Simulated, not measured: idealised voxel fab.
The document below concerns the process module designated voxel plated lines.
The figure presents cross-section cut, which has a width of 255 nm and is divided into square cells with an edge length of 5 nm.
In what follows, cross-sections appear as grids of square cells, described through bands that run from the top down, where every band is one or more rows of cells. Each band's line starts with the height of the band's top and of its bottom, in nm. Then come its materials from left to right, each with its width in nm. One material with "all across" fills the band from edge to edge. "blank" is empty space. The level at which height equals 0 is the one under which the wafer, as it arrives, is entirely one material. No lower edge exists for the bottom band, which continues downward and is notated as in "0 and below". Width "30->40": first value at the band's top row of cells, second value at its bottom row, equal change from row to row. Take "no change" at face value: in the step it is given for, the cross-section changed in none of its cells. The label "Trapped voids" introduces a list of the empty spaces, 8 cells or larger, that have no open way up to the top; each entry in it reads width x height at distance, where the distance is taken from the left edge and all three are stated in nm. Step line, after settings: the simulator's comment on this step. overlay nm: where the mask lay relative to plan, measured to the right, on steps with a mask; negatives go left.
# Below is the list of planned process steps
| 1 | RECEIVE [material Si] |
| 2 | CONFORMAL_DEP [material Al2O3] [thk nm 10] |
| 3 | DIRECTIONAL_DEP [material TiN] [thk nm 5] |
| 4 | PATTERN [tone open] [mask id LINES] [material resist] [width nm 20] [pitch nm 50] [thk nm 20] [overlay nm 0] |
| 5 | EPI [material Ru] [thk nm 5] |
| 6 | STRIP [etch materials resist] |
| 7 | DIRECTIONAL_ETCH [etch materials TiN] [depth nm 5] |
| 8 | CONFORMAL_DEP [material SiCN] [thk nm 5] |
# Of two wafers, the first: run according to plan
# This is the cross-section of the wafer as we received it, i.e. after step 1
	0 and below | Si all across
	Trapped voids: none
# How the wafer stands in section after step 2
	10 down to 0 | Al2O3 all across
	Anything lower than 0 is untouched.
# How the wafer stands in section after step 3
	15 down to 10 | TiN all across
	Anything lower than 10 is untouched.
# How the wafer stands in section after step 4
	35 down to 15 | resist (90), blank (20), resist (30), blank (20), resist (95)
	Anything lower than 15 is untouched.
# How the wafer stands in section after step 5
	35 down to 20 | resist (90), blank (20), resist (30), blank (20), resist (95)
	20 down to 15 | resist (90), Ru (20), resist (30), Ru (20), resist (95)
	Anything lower than 15 is untouched.
# How the wafer stands in section after step 6
	20 down to 15 | blank (90), Ru (20), blank (30), Ru (20), blank (95)
	Anything lower than 15 is untouched.
# How the wafer stands in section after step 7
	20 down to 15 | blank (90), Ru (20), blank (30), Ru (20), blank (95)
	15 down to 10 | blank (90), TiN (20), blank (30), TiN (20), blank (95)
	Anything lower than 10 is untouched.
# How the wafer stands in section after step 8
	25 down to 20 | blank (85), SiCN (30), blank (20), SiCN (30), blank (90)
	20 down to 15 | blank (85), SiCN (5), Ru (20), SiCN (5), blank (20), SiCN (5), Ru (20), SiCN (5), blank (90)
	15 down to 10 | SiCN (90), TiN (20), SiCN (30), TiN (20), SiCN (95)
	Anything lower than 10 is untouched.
# Second of two: same start, same plan, one run error; steps up to and including 3 match the first
# Second wafer, cross-section, planned end of step 4
	35 down to 15 | blank (90), resist (20), blank (30), resist (20), blank (95)
	Anything lower than 15 is untouched.
# Second wafer, cross-section, planned end of step 5
	35 down to 20 | blank (90), resist (20), blank (30), resist (20), blank (95)
	20 down to 15 | Ru (90), resist (20), Ru (30), resist (20), Ru (95)
	Anything lower than 15 is untouched.
# Second wafer, cross-section, planned end of step 6
	20 down to 15 | Ru (90), blank (20), Ru (30), blank (20), Ru (95)
	Anything lower than 15 is untouched.
# Second wafer, cross-section, planned end of step 7
	20 down to 15 | Ru (90), blank (20), Ru (30), blank (20), Ru (95)
	15 down to 10 | TiN (90), blank (20), TiN (30), blank (20), TiN (95)
	Anything lower than 10 is untouched.
# Second wafer, cross-section, planned end of step 8
	25 down to 20 | SiCN (95), blank (10), SiCN (40), blank (10), SiCN (100)
	20 down to 15 | Ru (90), SiCN (5), blank (10), SiCN (5), Ru (30), SiCN (5), blank (10), SiCN (5), Ru (95)
	15 down to 10 | TiN (90), SiCN (20), TiN (30), SiCN (20), TiN (95)
	Anything lower than 10 is untouched.
Want to know what went wrong? step 4 ran as: PATTERN [tone cover] [mask id LINES] [material resist] [width nm 20] [pitch nm 50] [thk nm 20] [overlay nm 0]
Final difference in cells, second wafer against first, listed per material as more or fewer: 35 more of Ru, 35 more of TiN
